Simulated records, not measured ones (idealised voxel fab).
The following process module bears the name voxel self aligned vias.
cross-section cut | 285 nm wide | cells 5 nm
Cross-sections here: square-cell grids, written as top-down lists of bands, a band being one or more rows of cells.
In this notation a band is specified by the heights of its top and bottom, in that order and in nm, after which its materials appear from left to right, each paired with its width in nm. The word "everywhere" attached to a single material means that material fills the band from edge to edge; the word "empty" stands for empty space.
The level at which height equals 0 is the one under which the wafer, as it arrives, is entirely one material. No lower edge exists for the bottom band, which continues downward and is notated as in "from 0 down".
Graded width ("30 to 40"): value in top row of band = first number; value in bottom row = second number; row-to-row change constant.
For the purposes of this document, the phrase "stayed the same" attached to a step denotes that no cell within the cross-section was modified by that step.
The list in "Voids, enclosed" covers empty spaces of 8 cells or more that cannot reach the top through any open way, and it gives each as width x height at distance; the distance is from the left edge, and width, height and distance are in nm.
Step line, after settings: the simulator's comment on this step.
A step's line can hold "overlay nm"; with a mask on that step, the setting says how far right of the planned place the mask lay, while a negative setting says it lay to the left.
### Set out below are the planned steps of the process
1. op RECEIVE | material Si
2. op CONFORMAL_DEP | material SiO2 | thk nm 15
3. op CONFORMAL_DEP | material SiCN | thk nm 5
4. op DIRECTIONAL_DEP | material lowk | thk nm 30
5. op DIRECTIONAL_DEP | material aC | thk nm 10
6. op PATTERN | tone open | mask id LINES | material resist | width nm 30 | pitch nm 55 | thk nm 25 | overlay nm 0
7. op DIRECTIONAL_ETCH | etch materials aC | depth nm 10
8. op STRIP | etch materials resist
9. op DIRECTIONAL_ETCH | etch materials lowk | depth nm 30
10. op STRIP | etch materials aC
11. op CONFORMAL_DEP | material TiN | thk nm 5
12. op FILL_DEP | material W | thk nm 10
13. op CMP | height nm 50
14. op SELECTIVE_ETCH | etch materials W Ru TiN | depth nm 5
15. op FILL_DEP | material SiN | thk nm 5
16. op CMP | height nm 50
17. op DIRECTIONAL_DEP | material lowk | thk nm 20
18. op PATTERN | tone open | mask id VIAS | material resist | width nm 40 | thk nm 20 | overlay nm 0
19. op DIRECTIONAL_ETCH | etch materials lowk | depth nm 20
20. op DIRECTIONAL_ETCH | etch materials SiN | depth nm 5
21. op STRIP | etch materials resist
22. op CONFORMAL_DEP | material TiN | thk nm 5
23. op FILL_DEP | material W | thk nm 10
24. op CMP | height nm 70
25. op CONFORMAL_DEP | material SiN | thk nm 5
### Wafer at receipt (post step 1), cross-section
- from 0 down  Si everywhere
- Voids, enclosed: none
### End-of-module XS, first of two wafers, run as planned
- from 75 to 70  SiN everywhere
- from 70 to 55  lowk 95 nm; TiN 5 nm; W 30 nm; TiN 5 nm; lowk 150 nm
- from 55 to 50  lowk 95 nm; TiN 10 nm; W 20 nm; TiN 10 nm; lowk 150 nm
- from 50 to 45  lowk 100 nm; TiN 30 nm; lowk 25 nm; SiN 30 nm; lowk 100 nm
- from 45 to 25  lowk 100 nm; TiN 5 nm; W 20 nm; TiN 5 nm; lowk 25 nm; TiN 5 nm; W 20 nm; TiN 5 nm; lowk 100 nm
- from 25 to 20  lowk 100 nm; TiN 30 nm; lowk 25 nm; TiN 30 nm; lowk 100 nm
- from 20 to 15  SiCN everywhere
- from 15 to 0  SiO2 everywhere
- from 0 down  Si everywhere
- Voids, enclosed: none
### second wafer at the end: like start, like plan, one mistake
- from 75 to 70  SiN everywhere
- from 70 to 50  lowk 95 nm; TiN 5 nm; W 30 nm; TiN 5 nm; lowk 150 nm
- from 50 to 45  SiN 95 nm; TiN 40 nm; SiN 150 nm
- from 45 to 20  lowk 100 nm; TiN 5 nm; W 20 nm; TiN 5 nm; lowk 25 nm; TiN 5 nm; W 20 nm; TiN 5 nm; lowk 100 nm
- from 20 to 15  lowk 100 nm; TiN 30 nm; lowk 25 nm; TiN 30 nm; lowk 100 nm
- from 15 to 0  SiO2 everywhere
- from 0 down  Si everywhere
- Voids, enclosed: none
Error vs. plan: the plan's step 3 was left out and never carried out
Looking at both finished wafers in cells, the second ends up ahead of or behind the first on some materials: SiCN -57, SiN +43, TiN +4, W +10
